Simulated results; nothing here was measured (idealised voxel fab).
process module | voxel transistor to metal
cross-section cut | 285 nm wide | cells 5 nm
A cross-section is a grid of square cells, given in bands from the top down. A band is one or more rows of cells.
Each band's line starts with the height of the band's top and of its bottom, in nm. Then come its materials from left to right, each with its width in nm. One material with "throughout" fills the band from edge to edge. "air" is empty space.
Height 0 is the level under which the wafer as received is all one material. The lowest band goes on downwards, as in "0 down".
A width such as "30 to 40" changes by the same amount from each row of cells to the next, from the band's top row to its bottom row.
"no change" after a step means that no cell of the cross-section changed.
closed voids: empty space of 8 cells or more with no open way to the top, each as width x height at its distance from the left edge, in nm
after a step's settings: what the simulator itself notes on the step
overlay nm, on a step with a mask: how far to the right of its planned place the mask lay; to the left if negative
plan
1 op RECEIVE | material Si
2 op OXIDIZE | depth nm 5
3 op CONFORMAL_DEP | material SiN | thk nm 10
4 op MASKED_ETCH | tone cover | mask id ACTIVE | width nm 110 | pitch nm 140 | etch materials SiN | depth nm 10 | overlay nm 0
5 op MASKED_ETCH | tone cover | mask id ACTIVE | width nm 110 | pitch nm 140 | etch materials SiO2 | depth nm 5 | overlay nm 0
6 op MASKED_ETCH | tone cover | mask id ACTIVE | width nm 110 | pitch nm 140 | etch materials Si | depth nm 35 | overlay nm 0
7 op OXIDIZE | depth nm 5
8 op FILL_DEP | material SiO2 | thk nm 5
9 op CMP | height nm 10
10 op SELECTIVE_ETCH | etch materials SiO2 | depth nm 10
11 op STRIP | etch materials SiN
12 op SELECTIVE_ETCH | etch materials SiO2 | depth nm 5
13 op OXIDIZE | depth nm 5
14 op DIRECTIONAL_DEP | material polySi | thk nm 30
15 op DIRECTIONAL_DEP | material SiCN | thk nm 15
16 op DIRECTIONAL_DEP | material aC | thk nm 15
17 op PATTERN | tone cover | mask id GATE | material resist | width nm 20 | pitch nm 140 | thk nm 30 | overlay nm 0
18 op DIRECTIONAL_ETCH | etch materials aC | depth nm 15
19 op STRIP | etch materials resist
20 op DIRECTIONAL_ETCH | etch materials SiCN | depth nm 25
21 op DIRECTIONAL_ETCH | etch materials polySi | depth nm 40
22 op STRIP | etch materials aC
23 op CONFORMAL_DEP | material SiO2 | thk nm 5
24 op DIRECTIONAL_ETCH | etch materials SiO2 | depth nm 5
25 op CONFORMAL_DEP | material SiN | thk nm 5
26 op DIRECTIONAL_ETCH | etch materials SiN | depth nm 5
27 op DIRECTIONAL_ETCH | etch materials SiO2 | depth nm 5
28 op EPI | material pSi | thk nm 5
29 op FILL_DEP | material SiO2 | thk nm 10
30 op CMP | height nm 40
31 op DIRECTIONAL_DEP | material SiO2 | thk nm 15
32 op PATTERN | tone open | mask id CONTACT | material resist | width nm 20 | pitch nm 70 | thk nm 20 | overlay nm 0
33 op DIRECTIONAL_ETCH | etch materials SiO2 | depth nm 60
34 op STRIP | etch materials resist
35 op CONFORMAL_DEP | material TiN | thk nm 5
36 op FILL_DEP | material W | thk nm 5
37 op CMP | height nm 55
38 op CONFORMAL_DEP | material SiCN | thk nm 5
39 op DIRECTIONAL_DEP | material SiO2 | thk nm 20
40 op PATTERN | tone open | mask id METAL_1 | material resist | width nm 20 | pitch nm 70 | thk nm 15 | overlay nm 0
41 op DIRECTIONAL_ETCH | etch materials SiO2 | depth nm 20
42 op DIRECTIONAL_ETCH | etch materials SiCN | depth nm 5
43 op STRIP | etch materials resist
44 op CONFORMAL_DEP | material TiN | thk nm 5
45 op FILL_DEP | material Cu | thk nm 10
46 op CMP | height nm 80
47 op CONFORMAL_DEP | material SiN | thk nm 5
as received, after step 1
  0 down: Si throughout
  closed voids: none
a wafer at the end: this start, this plan, one mistake
  85 to 80: SiN throughout
  80 to 60: SiO2 25 | TiN 5 | Cu 10 | TiN 5 | SiO2 50 | TiN 5 | Cu 10 | TiN 5 | SiO2 50 | TiN 5 | Cu 10 | TiN 5 | SiO2 50 | TiN 5 | Cu 10 | TiN 5 | SiO2 30
  60 to 55: SiCN 25 | TiN 20 | SiCN 50 | TiN 20 | SiCN 50 | TiN 20 | SiCN 50 | TiN 20 | SiCN 30
  55 to 45: SiO2 35 | TiN 5 | W 10 | TiN 5 | SiO2 50 | TiN 5 | W 10 | TiN 5 | SiO2 50 | TiN 5 | W 10 | TiN 5 | SiO2 50 | TiN 5 | W 10 | TiN 5 | SiO2 20
  45 to 40: SiO2 35 | TiN 5 | W 5 | TiN 10 | SiO2 50 | TiN 5 | W 10 | TiN 5 | SiO2 50 | TiN 5 | W 5 | TiN 10 | SiO2 50 | TiN 5 | W 10 | TiN 5 | SiO2 20
  40 to 25: SiO2 35 | TiN 5 | W 5 | TiN 5 | SiN 5 | SiO2 5 | SiCN 20 | SiO2 5 | SiN 5 | SiO2 15 | TiN 5 | W 10 | TiN 5 | SiO2 50 | TiN 5 | W 5 | TiN 5 | SiN 5 | SiO2 5 | SiCN 20 | SiO2 5 | SiN 5 | SiO2 15 | TiN 5 | W 10 | TiN 5 | SiO2 20
  25 to 0: SiO2 35 | TiN 5 | W 5 | TiN 5 | SiN 5 | SiO2 5 | polySi 20 | SiO2 5 | SiN 5 | SiO2 15 | TiN 5 | W 10 | TiN 5 | SiO2 50 | TiN 5 | W 5 | TiN 5 | SiN 5 | SiO2 5 | polySi 20 | SiO2 5 | SiN 5 | SiO2 15 | TiN 5 | W 10 | TiN 5 | SiO2 20
  0 to -5: SiO2 35 | TiN 15 | SiN 5 | SiO2 5 | polySi 20 | SiO2 5 | SiN 5 | SiO2 15 | TiN 20 | SiO2 50 | TiN 15 | SiN 5 | SiO2 5 | polySi 20 | SiO2 5 | SiN 5 | SiO2 15 | TiN 20 | SiO2 20
  -5 to -10: SiO2 15 | pSi 35 | SiO2 40 | pSi 35 | SiO2 30 | pSi 35 | SiO2 40 | pSi 35 | SiO2 20
  -10 to -45: SiO2 20 | Si 100 | SiO2 40 | Si 100 | SiO2 25
  -45 down: Si throughout
  closed voids: none
what went wrong: step 32 ran as: op PATTERN | tone open | mask id CONTACT | material resist | width nm 20 | pitch nm 70 | thk nm 20 | overlay nm 10
